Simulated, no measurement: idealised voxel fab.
process module | voxel self aligned vias
cross-section cut | 280 nm wide | cells 5 nm
A cross-section is a grid of square cells, given in bands from the top down. A band is one or more rows of cells.
Each band's line starts with the height of the band's top and of its bottom, in nm. Then come its materials from left to right, each with its width in nm. One material with "throughout" fills the band from edge to edge. "air" is empty space.
Height 0 is the level under which the wafer as received is all one material. The lowest band goes on downwards, as in "0 down".
A width such as "30 to 40" changes by the same amount from each row of cells to the next, from the band's top row to its bottom row.
"no change" after a step means that no cell of the cross-section changed.
closed voids: empty space of 8 cells or more with no open way to the top, each as width x height at its distance from the left edge, in nm
after a step's settings: what the simulator itself notes on the step
overlay nm, on a step with a mask: how far to the right of its planned place the mask lay; to the left if negative
plan
1 op RECEIVE | material Si
2 op CONFORMAL_DEP | material SiO2 | thk nm 10
3 op CONFORMAL_DEP | material SiCN | thk nm 5
4 op DIRECTIONAL_DEP | material lowk | thk nm 20
5 op DIRECTIONAL_DEP | material aC | thk nm 10
6 op PATTERN | tone open | mask id LINES | material resist | width nm 30 | pitch nm 65 | thk nm 30 | overlay nm 0
7 op DIRECTIONAL_ETCH | etch materials aC | depth nm 10
8 op STRIP | etch materials resist
9 op DIRECTIONAL_ETCH | etch materials lowk | depth nm 20
10 op STRIP | etch materials aC
11 op CONFORMAL_DEP | material TiN | thk nm 5
12 op FILL_DEP | material W | thk nm 10
13 op CMP | height nm 35
14 op SELECTIVE_ETCH | etch materials W Ru TiN | depth nm 5
15 op FILL_DEP | material SiN | thk nm 5
16 op CMP | height nm 35
17 op DIRECTIONAL_DEP | material lowk | thk nm 20
18 op PATTERN | tone open | mask id VIAS | material resist | width nm 40 | thk nm 20 | overlay nm 0
19 op DIRECTIONAL_ETCH | etch materials lowk | depth nm 20
20 op DIRECTIONAL_ETCH | etch materials SiN | depth nm 5
21 op STRIP | etch materials resist
22 op CONFORMAL_DEP | material TiN | thk nm 5
23 op FILL_DEP | material Cu | thk nm 5
24 op CMP | height nm 55
25 op CONFORMAL_DEP | material SiN | thk nm 5
as received, after step 1
  0 down: Si throughout
  closed voids: none
first wafer at the end, as planned
  60 to 55: SiN throughout
  55 to 40: lowk 85 | TiN 5 | Cu 30 | TiN 5 | lowk 155
  40 to 35: lowk 85 | TiN 10 | Cu 20 | TiN 10 | lowk 155
  35 to 30: lowk 90 | TiN 30 | lowk 35 | SiN 30 | lowk 95
  30 to 20: lowk 90 | TiN 5 | W 20 | TiN 5 | lowk 35 | TiN 5 | W 20 | TiN 5 | lowk 95
  20 to 15: lowk 90 | TiN 30 | lowk 35 | TiN 30 | lowk 95
  15 to 10: SiCN throughout
  10 to 0: SiO2 throughout
  0 down: Si throughout
  closed voids: none
second wafer at the end: like start, like plan, one mistake
  60 to 55: SiN throughout
  55 to 40: lowk 80 | TiN 5 | Cu 30 | TiN 5 | lowk 160
  40 to 35: lowk 80 | TiN 15 | Cu 20 | TiN 5 | lowk 160
  35 to 30: lowk 90 | TiN 30 | lowk 35 | SiN 30 | lowk 95
  30 to 20: lowk 90 | TiN 5 | W 20 | TiN 5 | lowk 35 | TiN 5 | W 20 | TiN 5 | lowk 95
  20 to 15: lowk 90 | TiN 30 | lowk 35 | TiN 30 | lowk 95
  15 to 10: SiCN throughout
  10 to 0: SiO2 throughout
  0 down: Si throughout
  closed voids: none
what went wrong: step 18 ran as: op PATTERN | tone open | mask id VIAS | material resist | width nm 40 | thk nm 20 | overlay nm -5
at the end the second wafer has, in cells: as many of each material as the first, in other places
